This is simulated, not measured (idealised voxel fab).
The following process module bears the name voxel transistor to metal.
This is section cut - it's 205 nm across, gridded in 5 nm square cells.
Cross-section, as written here: a square-cell grid given band by band from the top down, where a band holds one or more rows of cells.
A band entry consists of two parts. The first gives the height of the band's top and the height of its bottom, in nm. The rest lists the band's materials from left to right, each with its width in nm. A single material labelled with the word "edge to edge" fills the band from edge to edge, and the word "air" marks empty space.
All heights in this document are referenced to 0, defined as the level beneath which the wafer, as received, consists entirely of one material. The lowest band is not bounded below; it extends indefinitely downward and is written in the form "from 0 down".
Graded width ("30 to 40"): value in top row of band = first number; value in bottom row = second number; row-to-row change constant.
"no change" for a step: no cell of the cross-section changed in that step.
Voids, enclosed: empty space of 8 cells or more with no open way to the top, each as width x height at its distance from the left edge, in nm
Past the settings on a step's line: simulator remark, on that step.
overlay nm: how far to the right of its planned place the mask lay on this masked step (negative: to the left).

## Process steps (planned)
1,RECEIVE: material Si
2,CONFORMAL_DEP: material SiO2, thk nm 5
3,CONFORMAL_DEP: material SiN, thk nm 15
4,PATTERN: tone cover, mask id ACTIVE, material resist, width nm 105, thk nm 20, overlay nm 0
5,DIRECTIONAL_ETCH: etch materials SiN, depth nm 15
6,DIRECTIONAL_ETCH: etch materials SiO2, depth nm 5
7,DIRECTIONAL_ETCH: etch materials Si, depth nm 20
8,STRIP: etch materials resist
9,FILL_DEP: material SiO2, thk nm 15
10,CMP: height nm 20
11,SELECTIVE_ETCH: etch materials SiO2, depth nm 10
12,STRIP: etch materials SiN
13,SELECTIVE_ETCH: etch materials SiO2, depth nm 5
14,OXIDIZE: depth nm 5
15,DIRECTIONAL_DEP: material polySi, thk nm 20
16,DIRECTIONAL_DEP: material SiCN, thk nm 15
17,PATTERN: tone cover, mask id GATE, material resist, width nm 25, thk nm 20, overlay nm 0
18,DIRECTIONAL_ETCH: etch materials SiCN, depth nm 25
19,DIRECTIONAL_ETCH: etch materials polySi, depth nm 30
20,STRIP: etch materials resist
21,CONFORMAL_DEP: material SiN, thk nm 10
22,DIRECTIONAL_ETCH: etch materials SiN, depth nm 10
23,DIRECTIONAL_ETCH: etch materials SiO2, depth nm 5
24,DIRECTIONAL_ETCH: etch materials Si, depth nm 15
25,EPI: material SiGe, thk nm 15
26,FILL_DEP: material SiO2, thk nm 5
27,CMP: height nm 35
28,DIRECTIONAL_DEP: material SiO2, thk nm 15
29,MASKED_ETCH: tone open, mask id CONTACT, width nm 15, pitch nm 80, etch materials SiO2, depth nm 40, overlay nm 0
30,CONFORMAL_DEP: material TiN, thk nm 5
31,FILL_DEP: material Ru, thk nm 5
32,CMP: height nm 50
33,CONFORMAL_DEP: material SiN, thk nm 5
34,DIRECTIONAL_DEP: material lowk, thk nm 15
35,DIRECTIONAL_DEP: material aC, thk nm 10
36,PATTERN: tone open, mask id METAL_1, material resist, width nm 15, pitch nm 80, thk nm 30, overlay nm 0
37,DIRECTIONAL_ETCH: etch materials aC, depth nm 10
38,STRIP: etch materials resist
39,DIRECTIONAL_ETCH: etch materials lowk, depth nm 15
40,DIRECTIONAL_ETCH: etch materials SiN, depth nm 5
41,STRIP: etch materials aC
42,CONFORMAL_DEP: material TiN, thk nm 5
43,FILL_DEP: material Cu, thk nm 10
44,CMP: height nm 70
45,CONFORMAL_DEP: material SiCN, thk nm 5
46,DIRECTIONAL_DEP: material lowk, thk nm 30
47,DIRECTIONAL_DEP: material aC, thk nm 15
48,PATTERN: tone open, mask id METAL_2, material resist, width nm 15, pitch nm 80, thk nm 30, overlay nm 0
49,DIRECTIONAL_ETCH: etch materials aC, depth nm 15
50,STRIP: etch materials resist
51,DIRECTIONAL_ETCH: etch materials lowk, depth nm 20
52,STRIP: etch materials aC
53,MASKED_ETCH: tone open, mask id METAL_2_HOLES, width nm 15, pitch nm 80, etch materials lowk, depth nm 10, overlay nm 0
54,MASKED_ETCH: tone open, mask id METAL_2_HOLES, width nm 15, pitch nm 80, etch materials SiCN, depth nm 5, overlay nm 0
55,CONFORMAL_DEP: material TiN, thk nm 5
56,FILL_DEP: material Cu, thk nm 10
57,CMP: height nm 105
58,CONFORMAL_DEP: material SiN, thk nm 5

## Here's what the wafer looked like in cross-section when it arrived - that's after step 1
    from 0 down | Si edge to edge
    Voids, enclosed: none

## Look at the cross-section after the module: the wafer started out the way shown above and the plan was the one shown above, yet one mistake was made along the way
    from 110 to 105 | SiN edge to edge
    from 105 to 75 | 55 lowk; 5 TiN; 5 Cu; 5 TiN; 65 lowk; 5 TiN; 5 Cu; 5 TiN; 55 lowk
    from 75 to 70 | 55 SiCN; 15 TiN; 65 SiCN; 15 TiN; 55 SiCN
    from 70 to 55 | 55 lowk; 5 TiN; 5 Cu; 5 TiN; 65 lowk; 5 TiN; 5 Cu; 5 TiN; 55 lowk
    from 55 to 50 | 55 SiN; 15 TiN; 65 SiN; 15 TiN; 55 SiN
    from 50 to 35 | 55 SiO2; 5 TiN; 5 Ru; 5 TiN; 65 SiO2; 5 TiN; 5 Ru; 5 TiN; 55 SiO2
    from 35 to 20 | 55 SiO2; 5 TiN; 5 Ru; 5 TiN; 10 SiO2; 10 SiN; 25 SiCN; 10 SiN; 10 SiO2; 5 TiN; 5 Ru; 5 TiN; 55 SiO2
    from 20 to 15 | 55 SiO2; 5 TiN; 5 Ru; 5 TiN; 10 SiO2; 10 SiN; 25 polySi; 10 SiN; 10 SiO2; 5 TiN; 5 Ru; 5 TiN; 55 SiO2
    from 15 to 10 | 55 SiO2; 15 TiN; 10 SiO2; 10 SiN; 25 polySi; 10 SiN; 10 SiO2; 15 TiN; 55 SiO2
    from 10 to 5 | 65 SiO2; 15 SiGe; 10 SiN; 25 polySi; 10 SiN; 15 SiGe; 65 SiO2
    from 5 to 0 | 45 SiO2; 10 SiN; 25 SiGe; 10 SiN; 25 polySi; 10 SiN; 25 SiGe; 10 SiN; 45 SiO2
    from 0 to -5 | 45 SiO2; 5 SiN; 5 SiO2; 25 SiGe; 45 SiO2; 25 SiGe; 5 SiO2; 5 SiN; 45 SiO2
    from -5 to -10 | 55 SiO2; 25 SiGe; 45 Si; 25 SiGe; 55 SiO2
    from -10 to -20 | 50 SiO2; 5 Si; 25 SiGe; 45 Si; 25 SiGe; 5 Si; 50 SiO2
    from -20 down | Si edge to edge
    Voids, enclosed: none
Against the plan, the run slipped here: step 2 from the plan never happened, it was just skipped
